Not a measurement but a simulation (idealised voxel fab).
process module | voxel transistor to metal
cross-section cut | 175 nm wide | cells 5 nm
A cross-section is a grid of square cells, given in bands from the top down. A band is one or more rows of cells.
Each band's line starts with the height of the band's top and of its bottom, in nm. Then come its materials from left to right, each with its width in nm. One material with "throughout" fills the band from edge to edge. "air" is empty space.
Height 0 is the level under which the wafer as received is all one material. The lowest band goes on downwards, as in "0 down".
A width such as "30 to 40" changes by the same amount from each row of cells to the next, from the band's top row to its bottom row.
"no change" after a step means that no cell of the cross-section changed.
closed voids: empty space of 8 cells or more with no open way to the top, each as width x height at its distance from the left edge, in nm
after a step's settings: what the simulator itself notes on the step
overlay nm, on a step with a mask: how far to the right of its planned place the mask lay; to the left if negative
plan
1 op RECEIVE | material Si
2 op CONFORMAL_DEP | material SiO2 | thk nm 5
3 op CONFORMAL_DEP | material SiN | thk nm 10
4 op DIRECTIONAL_DEP | material aC | thk nm 15
5 op PATTERN | tone cover | mask id ACTIVE | material resist | width nm 115 | thk nm 35 | overlay nm 0
6 op DIRECTIONAL_ETCH | etch materials aC | depth nm 15
7 op STRIP | etch materials resist
8 op DIRECTIONAL_ETCH | etch materials SiN | depth nm 10
9 op DIRECTIONAL_ETCH | etch materials SiO2 | depth nm 5
10 op DIRECTIONAL_ETCH | etch materials Si | depth nm 35
11 op STRIP | etch materials aC
12 op OXIDIZE | depth nm 5
13 op FILL_DEP | material SiO2 | thk nm 10
14 op CMP | height nm 15
15 op SELECTIVE_ETCH | etch materials SiO2 | depth nm 5
16 op STRIP | etch materials SiN
17 op SELECTIVE_ETCH | etch materials SiO2 | depth nm 5
18 op OXIDIZE | depth nm 5
19 op DIRECTIONAL_DEP | material polySi | thk nm 30
20 op DIRECTIONAL_DEP | material SiCN | thk nm 10
21 op DIRECTIONAL_DEP | material aC | thk nm 15
22 op PATTERN | tone cover | mask id GATE | material resist | width nm 25 | thk nm 30 | overlay nm 0
23 op DIRECTIONAL_ETCH | etch materials aC | depth nm 15
24 op STRIP | etch materials resist
25 op DIRECTIONAL_ETCH | etch materials SiCN | depth nm 20
26 op DIRECTIONAL_ETCH | etch materials polySi | depth nm 40
27 op STRIP | etch materials aC
28 op CONFORMAL_DEP | material SiN | thk nm 10
29 op DIRECTIONAL_ETCH | etch materials SiN | depth nm 10
30 op DIRECTIONAL_ETCH | etch materials SiO2 | depth nm 5
31 op DIRECTIONAL_ETCH | etch materials Si | depth nm 5
32 op EPI | material pSi | thk nm 5
33 op FILL_DEP | material SiO2 | thk nm 5
34 op CMP | height nm 30
35 op STRIP | etch materials polySi
36 op SELECTIVE_ETCH | etch materials SiO2 | depth nm 5
37 op CONFORMAL_DEP | material HfO2 | thk nm 5
38 op CONFORMAL_DEP | material TiN | thk nm 5
39 op FILL_DEP | material W | thk nm 10
40 op CMP | height nm 25
41 op DIRECTIONAL_DEP | material SiO2 | thk nm 15
42 op DIRECTIONAL_DEP | material aC | thk nm 15
43 op PATTERN | tone open | mask id CONTACT | material resist | width nm 15 | pitch nm 80 | thk nm 35 | overlay nm 0
44 op DIRECTIONAL_ETCH | etch materials aC | depth nm 15
45 op STRIP | etch materials resist
46 op DIRECTIONAL_ETCH | etch materials SiO2 | depth nm 45
47 op STRIP | etch materials aC
48 op CONFORMAL_DEP | material TiN | thk nm 5
49 op FILL_DEP | material Ru | thk nm 10
50 op CMP | height nm 40
51 op DIRECTIONAL_DEP | material TiN | thk nm 5
52 op DIRECTIONAL_DEP | material W | thk nm 15
53 op MASKED_ETCH | tone cover | mask id METAL_1 | width nm 15 | pitch nm 80 | etch materials W | depth nm 15 | overlay nm 0
54 op MASKED_ETCH | tone cover | mask id METAL_1 | width nm 15 | pitch nm 80 | etch materials TiN | depth nm 5 | overlay nm 0
55 op CONFORMAL_DEP | material SiN | thk nm 5
56 op FILL_DEP | material SiO2 | thk nm 10
57 op CMP | height nm 60
58 op CONFORMAL_DEP | material SiCN | thk nm 5
as received, after step 1
  0 down: Si throughout
  closed voids: none
a wafer at the end: this start, this plan, one mistake
  65 to 60: SiCN throughout
  60 to 45: SiO2 35 | SiN 5 | W 15 | SiN 5 | SiO2 55 | SiN 5 | W 15 | SiN 5 | SiO2 35
  45 to 40: SiN 40 | TiN 15 | SiN 65 | TiN 15 | SiN 40
  40 to 25: SiO2 40 | TiN 5 | Ru 5 | TiN 5 | SiO2 65 | TiN 5 | Ru 5 | TiN 5 | SiO2 40
  25 to 5: SiO2 40 | TiN 5 | Ru 5 | TiN 5 | SiO2 10 | SiN 10 | HfO2 5 | TiN 5 | W 5 | TiN 5 | HfO2 5 | SiN 10 | SiO2 10 | TiN 5 | Ru 5 | TiN 5 | SiO2 40
  5 to 0: SiO2 30 | SiN 10 | TiN 5 | Ru 5 | TiN 5 | SiO2 10 | SiN 10 | HfO2 5 | TiN 15 | HfO2 5 | SiN 10 | SiO2 10 | TiN 5 | Ru 5 | TiN 5 | SiN 10 | SiO2 30
  0 to -5: SiO2 40 | TiN 15 | SiO2 5 | pSi 5 | SiO2 5 | HfO2 35 | SiO2 5 | pSi 5 | SiO2 5 | TiN 15 | SiO2 40
  -5 to -10: SiO2 40 | pSi 25 | Si 45 | pSi 25 | SiO2 40
  -10 to -40: SiO2 40 | Si 95 | SiO2 40
  -40 down: Si throughout
  closed voids: none
what went wrong: step 5 ran as: op PATTERN | tone cover | mask id ACTIVE | material resist | width nm 105 | thk nm 35 | overlay nm 0
